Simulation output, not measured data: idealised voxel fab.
Process module, titled voxel tone inversion
Displayed cross-section: cut, width of 270 nm, square cells sized 5 nm.
If you're reading a cross-section in this doc, picture square cells in a grid; it comes to you as bands, top ones listed first down to the bottom, and a band can be one or more rows of cells. Each band's line starts with the height of the band's top and of its bottom, in nm. Then come its materials from left to right, each with its width in nm. One material with "full width" fills the band from edge to edge. "air" is empty space. A quick word on heights: they are counted from 0, and under that level the wafer as it came to us is one material throughout. The lowest band is different from the rest in having no bottom; it simply continues downward, written as in "0 and below". Width: "30..40" (first number = top row, second number = bottom row, same change from row to row of cells). Step marked "remained the same"? Then no cell in the cross-section changed in it. Look at "Sealed void listing" for the closed voids: empty spaces with no open path to the top, sized 8 cells or up. Each is width x height at distance, distance from the left edge, all nm. after a step's settings: what the simulator itself notes on the step. On any step carrying a mask, the "overlay nm" setting, if present on the step's line, tells how far right of its planned place the mask lay; negative values point to the left.

These are the steps we planned for the process
1 RECEIVE: material Si
2 CONFORMAL_DEP: material SiN, thk nm 10
3 DIRECTIONAL_DEP: material polySi, thk nm 15
4 PATTERN: tone cover, mask id POSTS, material resist, width nm 20, pitch nm 40, thk nm 25, overlay nm 0
5 DIRECTIONAL_ETCH: etch materials polySi, depth nm 15
6 STRIP: etch materials resist
7 FILL_DEP: material lowk, thk nm 5
8 CMP: height nm 25
9 STRIP: etch materials polySi
10 CONFORMAL_DEP: material TiN, thk nm 5
11 FILL_DEP: material Ru, thk nm 10
12 CMP: height nm 25
13 CONFORMAL_DEP: material SiCN, thk nm 5

The first of the two wafers, which ran as planned

As received, after step 1
> 0 and below = Si full width
> Sealed void listing: none

Presented here is a cross-section of the wafer after step 2 has been performed
> 10 down to 0 = SiN full width
> Below a height of 0, the structure has not been altered.

Presented here is a cross-section of the wafer after step 3 has been performed
> 25 down to 10 = polySi full width
> Below a height of 10, the structure has not been altered.

Presented here is a cross-section of the wafer after step 4 has been performed
> 50 down to 25 = air 85 nm, resist 20 nm, air 20 nm, resist 20 nm, air 20 nm, resist 20 nm, air 85 nm
> Below a height of 25, the structure has not been altered.

Presented here is a cross-section of the wafer after step 5 has been performed
> 50 down to 25 = air 85 nm, resist 20 nm, air 20 nm, resist 20 nm, air 20 nm, resist 20 nm, air 85 nm
> 25 down to 10 = air 85 nm, polySi 20 nm, air 20 nm, polySi 20 nm, air 20 nm, polySi 20 nm, air 85 nm
> Below a height of 10, the structure has not been altered.

Presented here is a cross-section of the wafer after step 6 has been performed
> 25 down to 10 = air 85 nm, polySi 20 nm, air 20 nm, polySi 20 nm, air 20 nm, polySi 20 nm, air 85 nm
> Below a height of 10, the structure has not been altered.

Presented here is a cross-section of the wafer after step 7 has been performed
> 30 down to 25 = lowk full width
> 25 down to 10 = lowk 85 nm, polySi 20 nm, lowk 20 nm, polySi 20 nm, lowk 20 nm, polySi 20 nm, lowk 85 nm
> Below a height of 10, the structure has not been altered.

Presented here is a cross-section of the wafer after step 8 has been performed
> 25 down to 10 = lowk 85 nm, polySi 20 nm, lowk 20 nm, polySi 20 nm, lowk 20 nm, polySi 20 nm, lowk 85 nm
> Below a height of 10, the structure has not been altered.

Presented here is a cross-section of the wafer after step 9 has been performed
> 25 down to 10 = lowk 85 nm, air 20 nm, lowk 20 nm, air 20 nm, lowk 20 nm, air 20 nm, lowk 85 nm
> Below a height of 10, the structure has not been altered.

Presented here is a cross-section of the wafer after step 10 has been performed
> 30 down to 25 = TiN 90 nm, air 10 nm, TiN 30 nm, air 10 nm, TiN 30 nm, air 10 nm, TiN 90 nm
> 25 down to 15 = lowk 85 nm, TiN 5 nm, air 10 nm, TiN 5 nm, lowk 20 nm, TiN 5 nm, air 10 nm, TiN 5 nm, lowk 20 nm, TiN 5 nm, air 10 nm, TiN 5 nm, lowk 85 nm
> 15 down to 10 = lowk 85 nm, TiN 20 nm, lowk 20 nm, TiN 20 nm, lowk 20 nm, TiN 20 nm, lowk 85 nm
> Below a height of 10, the structure has not been altered.

Presented here is a cross-section of the wafer after step 11 has been performed
> 40 down to 30 = Ru full width
> 30 down to 25 = TiN 90 nm, Ru 10 nm, TiN 30 nm, Ru 10 nm, TiN 30 nm, Ru 10 nm, TiN 90 nm
> 25 down to 15 = lowk 85 nm, TiN 5 nm, Ru 10 nm, TiN 5 nm, lowk 20 nm, TiN 5 nm, Ru 10 nm, TiN 5 nm, lowk 20 nm, TiN 5 nm, Ru 10 nm, TiN 5 nm, lowk 85 nm
> Below a height of 15, the structure has not been altered.

Presented here is a cross-section of the wafer after step 12 has been performed
> 25 down to 15 = lowk 85 nm, TiN 5 nm, Ru 10 nm, TiN 5 nm, lowk 20 nm, TiN 5 nm, Ru 10 nm, TiN 5 nm, lowk 20 nm, TiN 5 nm, Ru 10 nm, TiN 5 nm, lowk 85 nm
> Below a height of 15, the structure has not been altered.

Presented here is a cross-section of the wafer after step 13 has been performed
> 30 down to 25 = SiCN full width
> Below a height of 25, the structure has not been altered.

Second wafer, same starting state and plan as the first, one mistake in the run, identical through step 1

Second wafer cross-section, taken as of the time the plan sets for step 2 to be done
> 15 down to 0 = polySi full width
> Below a height of 0, the structure has not been altered.

Second wafer cross-section, taken as of the time the plan sets for step 3 to be done
> 25 down to 15 = SiN full width
> Below a height of 15, the structure has not been altered.

Second wafer cross-section, taken as of the time the plan sets for step 4 to be done
> 50 down to 25 = air 85 nm, resist 20 nm, air 20 nm, resist 20 nm, air 20 nm, resist 20 nm, air 85 nm
> Below a height of 25, the structure has not been altered.

Second wafer cross-section, taken as of the time the plan sets for step 5 to be done: remained the same

Second wafer cross-section, taken as of the time the plan sets for step 6 to be done
> 25 down to 15 = SiN full width
> Below a height of 15, the structure has not been altered.

Second wafer cross-section, taken as of the time the plan sets for step 7 to be done
> 30 down to 25 = lowk full width
> Below a height of 25, the structure has not been altered.

Second wafer cross-section, taken as of the time the plan sets for step 8 to be done
> 25 down to 15 = SiN full width
> Below a height of 15, the structure has not been altered.

Second wafer cross-section, taken as of the time the plan sets for step 9 to be done: remained the same

Second wafer cross-section, taken as of the time the plan sets for step 10 to be done
> 30 down to 25 = TiN full width
> Below a height of 25, the structure has not been altered.

Second wafer cross-section, taken as of the time the plan sets for step 11 to be done
> 40 down to 30 = Ru full width
> Below a height of 30, the structure has not been altered.

Second wafer cross-section, taken as of the time the plan sets for step 12 to be done
> 25 down to 15 = SiN full width
> Below a height of 15, the structure has not been altered.

Second wafer cross-section, taken as of the time the plan sets for step 13 to be done
> 30 down to 25 = SiCN full width
> Below a height of 25, the structure has not been altered.
Deviation noted in wafer processing: swap of plan steps 2 and 3 during execution
The second wafer ends with more or fewer cells of some materials than the first, per final count: Ru: 12 fewer, TiN: 24 fewer, lowk: 126 fewer, polySi: 162 more
